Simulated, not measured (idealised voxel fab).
Module name: voxel quadruple lines (process module)
In the cross-section labelled cut, the width is 205 nm and each square cell is 5 nm.
Cross-section = grid of square cells, listed top down in bands; band = one or more rows.
Band entry format. Leading values: height of top, height of bottom, nm. Remainder: materials in left-to-right order, each with its width in nm. Special words: "edge to edge" on a single material, which then fills the band edge to edge; "blank", empty space.
Counting heights begins at 0, where everything beneath is, in the wafer as received, one material. The lowest band has no bottom; it goes on downwards, as "z 0 and below" shows.
Width "30..40": first value at the band's top row of cells, second value at its bottom row, equal change from row to row.
Where the words "no modification" appear for a step, the cross-section shows no cell changed by that step; every cell remained as before.
"Closed void entries" specifies each empty space that is not open to the top and that occupies no fewer than 8 cells, using the form width x height at distance, the distance measured from the left edge and all three quantities in nm.
If you see something after the settings on a step's line, that's the simulator's own remark about that step.
overlay nm: right-of-plan distance of the mask on a masked step; negative values mean left-of-plan.

Intended process steps:
1. RECEIVE: material Si
2. CONFORMAL_DEP: material SiO2, thk nm 5
3. DIRECTIONAL_DEP: material Ru, thk nm 15
4. DIRECTIONAL_DEP: material polySi, thk nm 15
5. DIRECTIONAL_DEP: material aC, thk nm 20
6. PATTERN: tone cover, mask id MANDREL, material resist, width nm 25, thk nm 25, overlay nm 0
7. DIRECTIONAL_ETCH: etch materials aC, depth nm 20
8. STRIP: etch materials resist
9. CONFORMAL_DEP: material SiO2, thk nm 15
10. DIRECTIONAL_ETCH: etch materials SiO2, depth nm 15
11. STRIP: etch materials aC
12. DIRECTIONAL_ETCH: etch materials polySi, depth nm 15
13. STRIP: etch materials SiO2
14. CONFORMAL_DEP: material SiCN, thk nm 5
15. DIRECTIONAL_ETCH: etch materials SiCN, depth nm 5
16. STRIP: etch materials polySi
17. DIRECTIONAL_ETCH: etch materials Ru, depth nm 15
18. STRIP: etch materials SiCN
19. FILL_DEP: material lowk, thk nm 5
20. CMP: height nm 20

Wafer at receipt (post step 1), cross-section:
* z 0 and below | Si edge to edge
* Closed void entries: none

Looking at the first of two wafers in cross-section at end of module - ran to plan:
* z 20 to 5 | lowk 70 | Ru 5 | lowk 15 | Ru 5 | lowk 15 | Ru 5 | lowk 15 | Ru 5 | lowk 70
* z 5 to 0 | SiO2 edge to edge
* z 0 and below | Si edge to edge
* Closed void entries: none

Wafer two, sectioned after the module: the first wafer's start, the first wafer's plan, and one mistake in how it was run:
* z 20 to 5 | polySi edge to edge
* z 5 to 0 | SiO2 edge to edge
* z 0 and below | Si edge to edge
* Closed void entries: none
Which mistake was made when the wafer was run? plan vs actual: 3 and 4 interchanged
FYI, end of process, the second wafer has more or fewer cells of some materials than the first: -12 Ru; -111 lowk; +123 polySi
